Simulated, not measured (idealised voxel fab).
This section sets out a process module, namely voxel tone inversion.
In the cross-section labelled cut, the width is 285 nm and each square cell is 5 nm.
Heads up, the way a cross-section reads in here is a grid of square cells, handed over as bands from the top down, with every band being one or more rows of cells.
The band entry comprises the height of the band's top followed by the height of its bottom, expressed in nm, and subsequently the band's materials from left to right, each stated together with its width in nm. Where a single material is marked with the word "all across", that material fills the band from edge to edge. The word "blank" represents empty space.
A quick word on heights: they are counted from 0, and under that level the wafer as it came to us is one material throughout. The lowest band is different from the rest in having no bottom; it simply continues downward, written as in "from 0 down".
Quick explanation for "30..40": the width changes in equal steps down the rows of cells, from the first number in the band's top row to the second number in its bottom row.
The designation "nothing changed", where it is given for a processing step, indicates that no cell of the cross-section was altered in the course of that step.
In the "Enclosed internal voids" entry, you get each enclosed empty space of 8 cells or more, one with no open way to the top, written width x height at distance, distance from the left edge, in nm.
It should be noted that, on the line of a given step, the content following the step's settings is a remark produced by the simulator itself with respect to that step.
The "overlay nm" setting may appear on a step's line; for a step that uses a mask, it gives how far to the right of its planned position the mask lay, and a negative value indicates the left.

Process steps (planned)
- 1: RECEIVE: material Si
- 2: CONFORMAL_DEP: material SiN, thk nm 5
- 3: DIRECTIONAL_DEP: material aC, thk nm 20
- 4: PATTERN: tone cover, mask id POSTS, material resist, width nm 15, pitch nm 45, thk nm 25, overlay nm 0
- 5: DIRECTIONAL_ETCH: etch materials aC, depth nm 20
- 6: STRIP: etch materials resist
- 7: FILL_DEP: material SiO2, thk nm 10
- 8: CMP: height nm 25
- 9: STRIP: etch materials aC
- 10: CONFORMAL_DEP: material TiN, thk nm 5
- 11: FILL_DEP: material Ru, thk nm 5
- 12: CMP: height nm 25
- 13: CONFORMAL_DEP: material SiCN, thk nm 5

The first wafer of two, processed as planned

Cross-sectional view of the wafer in its as-received condition, corresponding to the state after step 1
* from 0 down | Si all across
* Enclosed internal voids: none

Wafer xsec, post step 2
* from 5 to 0 | SiN all across
* Under the height 0 nothing was changed.

Wafer xsec, post step 3
* from 25 to 5 | aC all across
* Under the height 5 nothing was changed.

Wafer xsec, post step 4
* from 50 to 25 | blank: 110 | resist: 15 | blank: 30 | resist: 15 | blank: 115
* Under the height 25 nothing was changed.

Wafer xsec, post step 5
* from 30 to 25 | blank: 110 | resist: 15 | blank: 30 | resist: 15 | blank: 115
* from 25 to 5 | blank: 110 | aC: 15 | blank: 30 | aC: 15 | blank: 115
* Under the height 5 nothing was changed.

Wafer xsec, post step 6
* from 25 to 5 | blank: 110 | aC: 15 | blank: 30 | aC: 15 | blank: 115
* Under the height 5 nothing was changed.

Wafer xsec, post step 7
* from 35 to 25 | SiO2 all across
* from 25 to 5 | SiO2: 110 | aC: 15 | SiO2: 30 | aC: 15 | SiO2: 115
* Under the height 5 nothing was changed.

Wafer xsec, post step 8
* from 25 to 5 | SiO2: 110 | aC: 15 | SiO2: 30 | aC: 15 | SiO2: 115
* Under the height 5 nothing was changed.

Wafer xsec, post step 9
* from 25 to 5 | SiO2: 110 | blank: 15 | SiO2: 30 | blank: 15 | SiO2: 115
* Under the height 5 nothing was changed.

Wafer xsec, post step 10
* from 30 to 25 | TiN: 115 | blank: 5 | TiN: 40 | blank: 5 | TiN: 120
* from 25 to 10 | SiO2: 110 | TiN: 5 | blank: 5 | TiN: 5 | SiO2: 30 | TiN: 5 | blank: 5 | TiN: 5 | SiO2: 115
* from 10 to 5 | SiO2: 110 | TiN: 15 | SiO2: 30 | TiN: 15 | SiO2: 115
* Under the height 5 nothing was changed.

Wafer xsec, post step 11
* from 35 to 30 | Ru all across
* from 30 to 25 | TiN: 115 | Ru: 5 | TiN: 40 | Ru: 5 | TiN: 120
* from 25 to 10 | SiO2: 110 | TiN: 5 | Ru: 5 | TiN: 5 | SiO2: 30 | TiN: 5 | Ru: 5 | TiN: 5 | SiO2: 115
* Under the height 10 nothing was changed.

Wafer xsec, post step 12
* from 25 to 10 | SiO2: 110 | TiN: 5 | Ru: 5 | TiN: 5 | SiO2: 30 | TiN: 5 | Ru: 5 | TiN: 5 | SiO2: 115
* Under the height 10 nothing was changed.

Wafer xsec, post step 13
* from 30 to 25 | SiCN all across
* Under the height 25 nothing was changed.

Wafer two. Identical start, identical plan. One mistake in execution. Identical history through step 3

Second wafer profile in section, at the moment step 4 of the plan was meant to be complete
* from 50 to 25 | resist: 110 | blank: 15 | resist: 30 | blank: 15 | resist: 115
* Under the height 25 nothing was changed.

Second wafer profile in section, at the moment step 5 of the plan was meant to be complete
* from 30 to 25 | resist: 110 | blank: 15 | resist: 30 | blank: 15 | resist: 115
* from 25 to 5 | aC: 110 | blank: 15 | aC: 30 | blank: 15 | aC: 115
* Under the height 5 nothing was changed.

Second wafer profile in section, at the moment step 6 of the plan was meant to be complete
* from 25 to 5 | aC: 110 | blank: 15 | aC: 30 | blank: 15 | aC: 115
* Under the height 5 nothing was changed.

Second wafer profile in section, at the moment step 7 of the plan was meant to be complete
* from 35 to 25 | SiO2 all across
* from 25 to 5 | aC: 110 | SiO2: 15 | aC: 30 | SiO2: 15 | aC: 115
* Under the height 5 nothing was changed.

Second wafer profile in section, at the moment step 8 of the plan was meant to be complete
* from 25 to 5 | aC: 110 | SiO2: 15 | aC: 30 | SiO2: 15 | aC: 115
* Under the height 5 nothing was changed.

Second wafer profile in section, at the moment step 9 of the plan was meant to be complete
* from 25 to 5 | blank: 110 | SiO2: 15 | blank: 30 | SiO2: 15 | blank: 115
* Under the height 5 nothing was changed.

Second wafer profile in section, at the moment step 10 of the plan was meant to be complete
* from 30 to 25 | blank: 105 | TiN: 25 | blank: 20 | TiN: 25 | blank: 110
* from 25 to 10 | blank: 105 | TiN: 5 | SiO2: 15 | TiN: 5 | blank: 20 | TiN: 5 | SiO2: 15 | TiN: 5 | blank: 110
* from 10 to 5 | TiN: 110 | SiO2: 15 | TiN: 30 | SiO2: 15 | TiN: 115
* Under the height 5 nothing was changed.

Second wafer profile in section, at the moment step 11 of the plan was meant to be complete
* from 35 to 30 | Ru all across
* from 30 to 25 | Ru: 105 | TiN: 25 | Ru: 20 | TiN: 25 | Ru: 110
* from 25 to 10 | Ru: 105 | TiN: 5 | SiO2: 15 | TiN: 5 | Ru: 20 | TiN: 5 | SiO2: 15 | TiN: 5 | Ru: 110
* Under the height 10 nothing was changed.

Second wafer profile in section, at the moment step 12 of the plan was meant to be complete
* from 25 to 10 | Ru: 105 | TiN: 5 | SiO2: 15 | TiN: 5 | Ru: 20 | TiN: 5 | SiO2: 15 | TiN: 5 | Ru: 110
* Under the height 10 nothing was changed.

Second wafer profile in section, at the moment step 13 of the plan was meant to be complete
* from 30 to 25 | SiCN all across
* Under the height 25 nothing was changed.
What was the processing mistake? step 4 off recipe, ran as PATTERN: tone open, mask id POSTS, material resist, width nm 15, pitch nm 45, thk nm 25, overlay nm 0
End check, counted in cells, second wafer has more or fewer of these materials than the first: Ru: 135 more | SiO2: 180 fewer | TiN: 45 more
